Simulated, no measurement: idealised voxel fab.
process module | voxel double patterning
cross-section cut | 225 nm wide | cells 5 nm
A cross-section is a grid of square cells, given in bands from the top down. A band is one or more rows of cells.
Each band's line starts with the height of the band's top and of its bottom, in nm. Then come its materials from left to right, each with its width in nm. One material with "throughout" fills the band from edge to edge. "air" is empty space.
Height 0 is the level under which the wafer as received is all one material. The lowest band goes on downwards, as in "0 down".
A width such as "30 to 40" changes by the same amount from each row of cells to the next, from the band's top row to its bottom row.
"no change" after a step means that no cell of the cross-section changed.
closed voids: empty space of 8 cells or more with no open way to the top, each as width x height at its distance from the left edge, in nm
after a step's settings: what the simulator itself notes on the step
overlay nm, on a step with a mask: how far to the right of its planned place the mask lay; to the left if negative
plan
1 op RECEIVE | material Si
2 op CONFORMAL_DEP | material SiN | thk nm 5
3 op DIRECTIONAL_DEP | material SiO2 | thk nm 15
4 op DIRECTIONAL_DEP | material SiCN | thk nm 10
5 op PATTERN | tone open | mask id FIRST | material resist | width nm 15 | pitch nm 50 | thk nm 15 | overlay nm 0
6 op DIRECTIONAL_ETCH | etch materials SiCN | depth nm 10
7 op STRIP | etch materials resist
8 op MASKED_ETCH | tone open | mask id SECOND | width nm 15 | pitch nm 50 | etch materials SiCN | depth nm 10 | overlay nm 0
9 op DIRECTIONAL_ETCH | etch materials SiO2 | depth nm 15
10 op STRIP | etch materials SiCN
as received, after step 1
  0 down: Si throughout
  closed voids: none
first wafer at the end, as planned
  20 to 5: SiO2 55 | air 15 | SiO2 10 | air 15 | SiO2 10 | air 15 | SiO2 10 | air 15 | SiO2 10 | air 15 | SiO2 55
  5 to 0: SiN throughout
  0 down: Si throughout
  closed voids: none
second wafer at the end: like start, like plan, one mistake
  20 to 10: SiO2 55 | air 15 | SiO2 10 | air 15 | SiO2 10 | air 15 | SiO2 10 | air 15 | SiO2 10 | air 15 | SiO2 55
  10 to 5: SiO2 throughout
  5 to 0: SiN throughout
  0 down: Si throughout
  closed voids: none
what went wrong: step 9 ran as: op DIRECTIONAL_ETCH | etch materials SiO2 | depth nm 10
at the end the second wafer has, in cells: 15 more of SiO2
